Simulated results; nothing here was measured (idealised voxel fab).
Process module heading - voxel double patterning
Xsec cut, 165 nm wide, square cell size 5 nm.
Cross-section layout: square cells on a grid; listed as bands, top to bottom; a band spans one or more cell rows. Band: top height; bottom height; in nm. Then, left to right: material with width in nm, for each material. "everywhere": a single material spanning edge to edge. "empty": empty space. Beneath 0, the wafer as received is one material, and that level is where height counting begins. The lowest band goes on downward without a bottom; it is written like "z 0 and below". Per-row width for "30->40": begins at first number (top row of band), ends at second number (bottom row), increment between rows held constant. When a step is marked "stayed the same", none of the cells in the cross-section changed during that step. "Unvented internal voids" lists enclosed empty spaces (at least 8 cells, no open path upward to the top), each as width x height at distance from the left edge, in nm. It should be noted that, on the line of a given step, the content following the step's settings is a remark produced by the simulator itself with respect to that step. When a step includes a mask, the "overlay nm" setting on its line states how far to the right of its planned place that mask lay, and negative values state how far to the left.

-- Process steps foreseen in the plan
1 RECEIVE, material Si
2 CONFORMAL_DEP, material SiO2, thk nm 10
3 DIRECTIONAL_DEP, material polySi, thk nm 15
4 DIRECTIONAL_DEP, material SiN, thk nm 10
5 DIRECTIONAL_DEP, material aC, thk nm 10
6 PATTERN, tone open, mask id FIRST, material resist, width nm 15, pitch nm 50, thk nm 30, overlay nm 0
7 DIRECTIONAL_ETCH, etch materials aC, depth nm 10
8 STRIP, etch materials resist
9 DIRECTIONAL_ETCH, etch materials SiN, depth nm 10
10 STRIP, etch materials aC
11 DIRECTIONAL_DEP, material aC, thk nm 10
12 PATTERN, tone open, mask id SECOND, material resist, width nm 15, pitch nm 50, thk nm 30, overlay nm 0
13 DIRECTIONAL_ETCH, etch materials aC, depth nm 10
14 STRIP, etch materials resist
15 DIRECTIONAL_ETCH, etch materials SiN, depth nm 10
16 STRIP, etch materials aC
17 DIRECTIONAL_ETCH, etch materials polySi, depth nm 15
18 STRIP, etch materials SiN

-- Cross-section: wafer on arrival = after step 1
    z 0 and below | Si everywhere
    Unvented internal voids: none

-- Cross-sectional view of the first of the two wafers upon completion of the module, processed in accordance with the plan
    z 25 to 10 | polySi: 25, empty: 15, polySi: 10, empty: 15, polySi: 10, empty: 15, polySi: 10, empty: 15, polySi: 10, empty: 15, polySi: 25
    z 10 to 0 | SiO2 everywhere
    z 0 and below | Si everywhere
    Unvented internal voids: none

-- Wafer two, end of module, cross-section. Same start, same plan as wafer one. One mistake in the run
    z 25 to 10 | polySi: 30, empty: 15, polySi: 5, empty: 15, polySi: 15, empty: 15, polySi: 5, empty: 15, polySi: 15, empty: 15, polySi: 20
    z 10 to 0 | SiO2 everywhere
    z 0 and below | Si everywhere
    Unvented internal voids: none
Processing error: step 6 was not run as planned; what actually ran was PATTERN, tone open, mask id FIRST, material resist, width nm 15, pitch nm 50, thk nm 30, overlay nm 5
At the close, every material occupies the same number of cells on the second wafer as on the first, only in different positions.
